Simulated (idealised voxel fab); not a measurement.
Name of the process module below: voxel wiring stack
cross-section cut | 140 nm wide | cells 5 nm
When this document writes out a cross-section, it uses a grid of square cells and lists it as bands, beginning at the top and moving down, with a band standing for one or more rows of cells. For a band, the entry starts with two heights in nm, that of the top and then that of the bottom, and carries on with the band's materials in order from left to right, each alongside its width in nm; the word "all across" beside a single material means it fills the band edge to edge, and "blank" means empty space. A quick word on heights: they are counted from 0, and under that level the wafer as it came to us is one material throughout. The lowest band is different from the rest in having no bottom; it simply continues downward, written as in "from 0 down". Graded width ("30..40"): value in top row of band = first number; value in bottom row = second number; row-to-row change constant. A step reported as "nothing was modified" is a step in which no cell of the cross-section changed. Each empty space that has no open way to the top and spans at least 8 cells appears under "Trapped voids" as width x height at distance, the distance counted from the left edge, all in nm. Post-settings text on a step line: simulator's own remark regarding the step. The "overlay nm" setting may appear on a step's line; for a step that uses a mask, it gives how far to the right of its planned position the mask lay, and a negative value indicates the left.

[Process steps - plan]
| 1 | RECEIVE | material Si |
| 2 | CONFORMAL_DEP | material SiO2 | thk nm 15 |
| 3 | DIRECTIONAL_DEP | material TiN | thk nm 5 |
| 4 | DIRECTIONAL_DEP | material Ru | thk nm 25 |
| 5 | MASKED_ETCH | tone cover | mask id METAL_1 | width nm 25 | pitch nm 40 | etch materials Ru | depth nm 25 | overlay nm 0 |
| 6 | MASKED_ETCH | tone cover | mask id METAL_1 | width nm 25 | pitch nm 40 | etch materials TiN | depth nm 5 | overlay nm 0 |
| 7 | FILL_DEP | material lowk | thk nm 5 |
| 8 | CMP | height nm 45 |
| 9 | CONFORMAL_DEP | material SiCN | thk nm 5 |
| 10 | DIRECTIONAL_DEP | material lowk | thk nm 20 |
| 11 | MASKED_ETCH | tone open | mask id PLUG_1 | width nm 15 | pitch nm 80 | etch materials lowk | depth nm 20 | overlay nm 0 |
| 12 | MASKED_ETCH | tone open | mask id PLUG_1 | width nm 15 | pitch nm 80 | etch materials SiCN | depth nm 5 | overlay nm 0 |
| 13 | EPI | material Ru | thk nm 10 |
| 14 | EPI | material Ru | thk nm 10 |
| 15 | EPI | material Ru | thk nm 5 |
| 16 | CONFORMAL_DEP | material SiCN | thk nm 5 |
| 17 | DIRECTIONAL_DEP | material SiO2 | thk nm 25 |
| 18 | MASKED_ETCH | tone open | mask id METAL_2 | width nm 25 | pitch nm 40 | etch materials SiO2 | depth nm 25 | overlay nm 0 |
| 19 | MASKED_ETCH | tone open | mask id METAL_2 | width nm 25 | pitch nm 40 | etch materials SiCN | depth nm 5 | overlay nm 0 |
| 20 | CONFORMAL_DEP | material TiN | thk nm 5 |
| 21 | FILL_DEP | material Cu | thk nm 5 |
| 22 | CMP | height nm 100 |
| 23 | EPI | material Ru | thk nm 5 |
| 24 | FILL_DEP | material SiCN | thk nm 5 |

[Incoming wafer, cross-sectional view, post step 1]
  from 0 down | Si all across
  Trapped voids: none

[As-planned run: cross-section of the first of two wafers at end of module]
  from 110 to 105 | SiCN all across
  from 105 to 100 | SiCN: 10; Ru: 35; SiCN: 5; Ru: 35; SiCN: 5; Ru: 35; SiCN: 15
  from 100 to 75 | SiO2: 15; TiN: 5; Cu: 15; TiN: 5; SiO2: 15; TiN: 5; Cu: 15; TiN: 5; SiO2: 15; TiN: 5; Cu: 15; TiN: 5; SiO2: 20
  from 75 to 70 | SiCN: 15; TiN: 25; SiCN: 15; TiN: 25; SiCN: 15; TiN: 25; SiCN: 20
  from 70 to 50 | lowk: 15; Ru: 15; lowk: 65; Ru: 15; lowk: 30
  from 50 to 45 | SiCN: 15; Ru: 15; SiCN: 65; Ru: 15; SiCN: 30
  from 45 to 20 | lowk: 15; Ru: 25; lowk: 15; Ru: 25; lowk: 15; Ru: 25; lowk: 20
  from 20 to 15 | lowk: 15; TiN: 25; lowk: 15; TiN: 25; lowk: 15; TiN: 25; lowk: 20
  from 15 to 0 | SiO2 all across
  from 0 down | Si all across
  Trapped voids: none

[The second wafer, shown in cross-section after the module: started the same way as the first and given the same plan, yet one mistake crept into how it was run]
  from 110 to 105 | SiCN all across
  from 105 to 100 | SiCN: 10; Ru: 35; SiCN: 5; Ru: 35; SiCN: 5; Ru: 35; SiCN: 15
  from 100 to 95 | SiCN: 15; TiN: 25; SiCN: 15; TiN: 25; SiCN: 15; TiN: 25; SiCN: 20
  from 95 to 70 | SiO2 all across
  from 70 to 50 | lowk: 15; Ru: 15; lowk: 65; Ru: 15; lowk: 30
  from 50 to 45 | SiCN: 15; Ru: 15; SiCN: 65; Ru: 15; SiCN: 30
  from 45 to 20 | lowk: 15; Ru: 25; lowk: 15; Ru: 25; lowk: 15; Ru: 25; lowk: 20
  from 20 to 15 | lowk: 15; TiN: 25; lowk: 15; TiN: 25; lowk: 15; TiN: 25; lowk: 20
  from 15 to 0 | SiO2 all across
  from 0 down | Si all across
  Trapped voids: none
The plan and the run diverged here: contrary to the plan, steps 16 and 17 were processed in exchanged order
Final cells, second wafer relative to first, materials higher or lower: -45 Cu | +75 SiO2 | -30 TiN
